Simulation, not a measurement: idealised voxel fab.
The following is a process module called voxel gate over fins.
Cross-section cut: width 300 nm, square cells of 5 nm.
Bands, listed from the top down, are how a cross-section gets written in this document; the cross-section itself is a grid of square cells, and a band is one or more rows of them. Top, bottom (nm), then materials left to right with widths (nm); lone material tagged "throughout" fills the whole band edge to edge; "air" = empty space. Basically, 0 is our baseline, since under it the wafer straight out of the box is all one material. The bottom band has no lower end and keeps on going down, so it looks like "0 -> down". Width: "30 to 40" (first number = top row, second number = bottom row, same change from row to row of cells). Reading "same as before" for a step: not a cell of the cross-section changed in it. In the "Catalogued sealed voids" entry, you get each enclosed empty space of 8 cells or more, one with no open way to the top, written width x height at distance, distance from the left edge, in nm. If you see something after the settings on a step's line, that's the simulator's own remark about that step. overlay nm: right-of-plan distance of the mask on a masked step; negative values mean left-of-plan.
-- This section lists the process steps that were planned
| 1 | RECEIVE: material Si |
| 2 | CONFORMAL_DEP: material SiN, thk nm 10 |
| 3 | PATTERN: tone cover, mask id FINS, material resist, width nm 15, pitch nm 40, thk nm 15, overlay nm 0 |
| 4 | DIRECTIONAL_ETCH: etch materials SiN, depth nm 10 |
| 5 | DIRECTIONAL_ETCH: etch materials Si, depth nm 35 |
| 6 | STRIP: etch materials resist |
| 7 | FILL_DEP: material SiO2, thk nm 15 |
| 8 | CMP: height nm 10 |
| 9 | SELECTIVE_ETCH: etch materials SiO2, depth nm 25 |
| 10 | STRIP: etch materials SiN |
| 11 | CONFORMAL_DEP: material HfO2, thk nm 5 |
| 12 | CONFORMAL_DEP: material TiN, thk nm 5 |
| 13 | FILL_DEP: material W, thk nm 15 |
| 14 | CMP: height nm 20 |
| 15 | CONFORMAL_DEP: material SiN, thk nm 5 |
-- First of two wafers: run as planned
-- Cross-sectional view of the wafer in its as-received condition, corresponding to the state after step 1
    0 -> down  Si throughout
    Catalogued sealed voids: none
-- Step 2 complete: cross-section through the wafer
    10 -> 0  SiN throughout
    Below 0, the layers are the same as they were.
-- Step 3 complete: cross-section through the wafer
    25 -> 10  air (120), resist (15), air (25), resist (15), air (125)
    Below 10, the layers are the same as they were.
-- Step 4 complete: cross-section through the wafer
    25 -> 10  air (120), resist (15), air (25), resist (15), air (125)
    10 -> 0  air (120), SiN (15), air (25), SiN (15), air (125)
    Below 0, the layers are the same as they were.
-- Step 5 complete: cross-section through the wafer
    25 -> 10  air (120), resist (15), air (25), resist (15), air (125)
    10 -> 0  air (120), SiN (15), air (25), SiN (15), air (125)
    0 -> -35  air (120), Si (15), air (25), Si (15), air (125)
    Below -35, the layers are the same as they were.
-- Step 6 complete: cross-section through the wafer
    10 -> 0  air (120), SiN (15), air (25), SiN (15), air (125)
    Below 0, the layers are the same as they were.
-- Step 7 complete: cross-section through the wafer
    25 -> 10  SiO2 throughout
    10 -> 0  SiO2 (120), SiN (15), SiO2 (25), SiN (15), SiO2 (125)
    0 -> -35  SiO2 (120), Si (15), SiO2 (25), Si (15), SiO2 (125)
    Below -35, the layers are the same as they were.
-- Step 8 complete: cross-section through the wafer
    10 -> 0  SiO2 (120), SiN (15), SiO2 (25), SiN (15), SiO2 (125)
    Below 0, the layers are the same as they were.
-- Step 9 complete: cross-section through the wafer
    10 -> 0  air (120), SiN (15), air (25), SiN (15), air (125)
    0 -> -15  air (120), Si (15), air (25), Si (15), air (125)
    Below -15, the layers are the same as they were.
-- Step 10 complete: cross-section through the wafer
    0 -> -15  air (120), Si (15), air (25), Si (15), air (125)
    Below -15, the layers are the same as they were.
-- Step 11 complete: cross-section through the wafer
    5 -> 0  air (115), HfO2 (25), air (15), HfO2 (25), air (120)
    0 -> -10  air (115), HfO2 (5), Si (15), HfO2 (5), air (15), HfO2 (5), Si (15), HfO2 (5), air (120)
    -10 -> -15  HfO2 (120), Si (15), HfO2 (25), Si (15), HfO2 (125)
    Below -15, the layers are the same as they were.
-- Step 12 complete: cross-section through the wafer
    10 -> 5  air (110), TiN (35), air (5), TiN (35), air (115)
    5 -> 0  air (110), TiN (5), HfO2 (25), TiN (5), air (5), TiN (5), HfO2 (25), TiN (5), air (115)
    0 -> -5  air (110), TiN (5), HfO2 (5), Si (15), HfO2 (5), TiN (5), air (5), TiN (5), HfO2 (5), Si (15), HfO2 (5), TiN (5), air (115)
    -5 -> -10  TiN (115), HfO2 (5), Si (15), HfO2 (5), TiN (15), HfO2 (5), Si (15), HfO2 (5), TiN (120)
    Below -10, the layers are the same as they were.
-- Step 13 complete: cross-section through the wafer
    25 -> 10  W throughout
    10 -> 5  W (110), TiN (35), W (5), TiN (35), W (115)
    5 -> 0  W (110), TiN (5), HfO2 (25), TiN (5), W (5), TiN (5), HfO2 (25), TiN (5), W (115)
    0 -> -5  W (110), TiN (5), HfO2 (5), Si (15), HfO2 (5), TiN (5), W (5), TiN (5), HfO2 (5), Si (15), HfO2 (5), TiN (5), W (115)
    Below -5, the layers are the same as they were.
-- Step 14 complete: cross-section through the wafer
    20 -> 10  W throughout
    Below 10, the layers are the same as they were.
-- Step 15 complete: cross-section through the wafer
    25 -> 20  SiN throughout
    Below 20, the layers are the same as they were.
-- Regarding the second of the two wafers: it shared the first wafer's starting condition and process plan, yet one error occurred during its execution. Its history coincides with that of the first wafer up to and including step 10
-- Cross-section, second wafer, at the end time the plan gives for step 11
    5 -> 0  air (115), TiN (25), air (15), TiN (25), air (120)
    0 -> -10  air (115), TiN (5), Si (15), TiN (5), air (15), TiN (5), Si (15), TiN (5), air (120)
    -10 -> -15  TiN (120), Si (15), TiN (25), Si (15), TiN (125)
    Below -15, the layers are the same as they were.
-- Cross-section, second wafer, at the end time the plan gives for step 12
    10 -> 5  air (110), HfO2 (35), air (5), HfO2 (35), air (115)
    5 -> 0  air (110), HfO2 (5), TiN (25), HfO2 (5), air (5), HfO2 (5), TiN (25), HfO2 (5), air (115)
    0 -> -5  air (110), HfO2 (5), TiN (5), Si (15), TiN (5), HfO2 (5), air (5), HfO2 (5), TiN (5), Si (15), TiN (5), HfO2 (5), air (115)
    -5 -> -10  HfO2 (115), TiN (5), Si (15), TiN (5), HfO2 (15), TiN (5), Si (15), TiN (5), HfO2 (120)
    Below -10, the layers are the same as they were.
-- Cross-section, second wafer, at the end time the plan gives for step 13
    25 -> 10  W throughout
    10 -> 5  W (110), HfO2 (35), W (5), HfO2 (35), W (115)
    5 -> 0  W (110), HfO2 (5), TiN (25), HfO2 (5), W (5), HfO2 (5), TiN (25), HfO2 (5), W (115)
    0 -> -5  W (110), HfO2 (5), TiN (5), Si (15), TiN (5), HfO2 (5), W (5), HfO2 (5), TiN (5), Si (15), TiN (5), HfO2 (5), W (115)
    Below -5, the layers are the same as they were.
-- Cross-section, second wafer, at the end time the plan gives for step 14
    20 -> 10  W throughout
    Below 10, the layers are the same as they were.
-- Cross-section, second wafer, at the end time the plan gives for step 15
    25 -> 20  SiN throughout
    Below 20, the layers are the same as they were.
Deviation from plan: steps 11 and 12 were swapped
at the end the second wafer has, in cells: as many of each material as the first, in other places
